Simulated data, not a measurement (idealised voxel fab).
process module | voxel gate over fins
cross-section cut | 165 nm wide | cells 5 nm
A cross-section is a grid of square cells, given in bands from the top down. A band is one or more rows of cells.
Each band's line starts with the height of the band's top and of its bottom, in nm. Then come its materials from left to right, each with its width in nm. One material with "throughout" fills the band from edge to edge. "air" is empty space.
Height 0 is the level under which the wafer as received is all one material. The lowest band goes on downwards, as in "0 down".
A width such as "30 to 40" changes by the same amount from each row of cells to the next, from the band's top row to its bottom row.
"no change" after a step means that no cell of the cross-section changed.
closed voids: empty space of 8 cells or more with no open way to the top, each as width x height at its distance from the left edge, in nm
after a step's settings: what the simulator itself notes on the step
overlay nm, on a step with a mask: how far to the right of its planned place the mask lay; to the left if negative
plan
1 op RECEIVE | material Si
2 op CONFORMAL_DEP | material SiN | thk nm 5
3 op MASKED_ETCH | tone cover | mask id FINS | width nm 15 | pitch nm 40 | etch materials SiN | depth nm 5 | overlay nm 0
4 op MASKED_ETCH | tone cover | mask id FINS | width nm 15 | pitch nm 40 | etch materials Si | depth nm 30 | overlay nm 0
5 op OXIDIZE | depth nm 5
6 op FILL_DEP | material SiO2 | thk nm 10
7 op CMP | height nm 5
8 op SELECTIVE_ETCH | etch materials SiO2 | depth nm 15
9 op STRIP | etch materials SiN
10 op CONFORMAL_DEP | material HfO2 | thk nm 5
11 op CONFORMAL_DEP | material TiN | thk nm 5
12 op CONFORMAL_DEP | material TiAl | thk nm 5
13 op CONFORMAL_DEP | material TiN | thk nm 5
14 op FILL_DEP | material W | thk nm 10
15 op CMP | height nm 25
16 op CONFORMAL_DEP | material SiN | thk nm 10
as received, after step 1
  0 down: Si throughout
  closed voids: none
a wafer at the end: this start, this plan, one mistake
  35 to 25: SiN throughout
  25 to 20: W throughout
  20 to 15: W 20 | TiN 125 | W 20
  15 to 10: W 20 | TiN 5 | TiAl 35 | TiN 5 | TiAl 35 | TiN 5 | TiAl 35 | TiN 5 | W 20
  10 to 5: TiN 25 | TiAl 5 | TiN 25 | TiAl 5 | TiN 5 | TiAl 5 | TiN 25 | TiAl 5 | TiN 5 | TiAl 5 | TiN 25 | TiAl 5 | TiN 25
  5 to 0: TiAl 30 | TiN 5 | HfO2 15 | TiN 5 | TiAl 15 | TiN 5 | HfO2 15 | TiN 5 | TiAl 15 | TiN 5 | HfO2 15 | TiN 5 | TiAl 30
  0 to -5: TiN 35 | HfO2 5 | Si 5 | HfO2 5 | TiN 25 | HfO2 5 | Si 5 | HfO2 5 | TiN 25 | HfO2 5 | Si 5 | HfO2 5 | TiN 35
  -5 to -10: HfO2 40 | Si 5 | HfO2 35 | Si 5 | HfO2 35 | Si 5 | HfO2 40
  -10 to -65: SiO2 40 | Si 5 | SiO2 35 | Si 5 | SiO2 35 | Si 5 | SiO2 40
  -65 down: Si throughout
  closed voids: none
what went wrong: step 4 was run twice
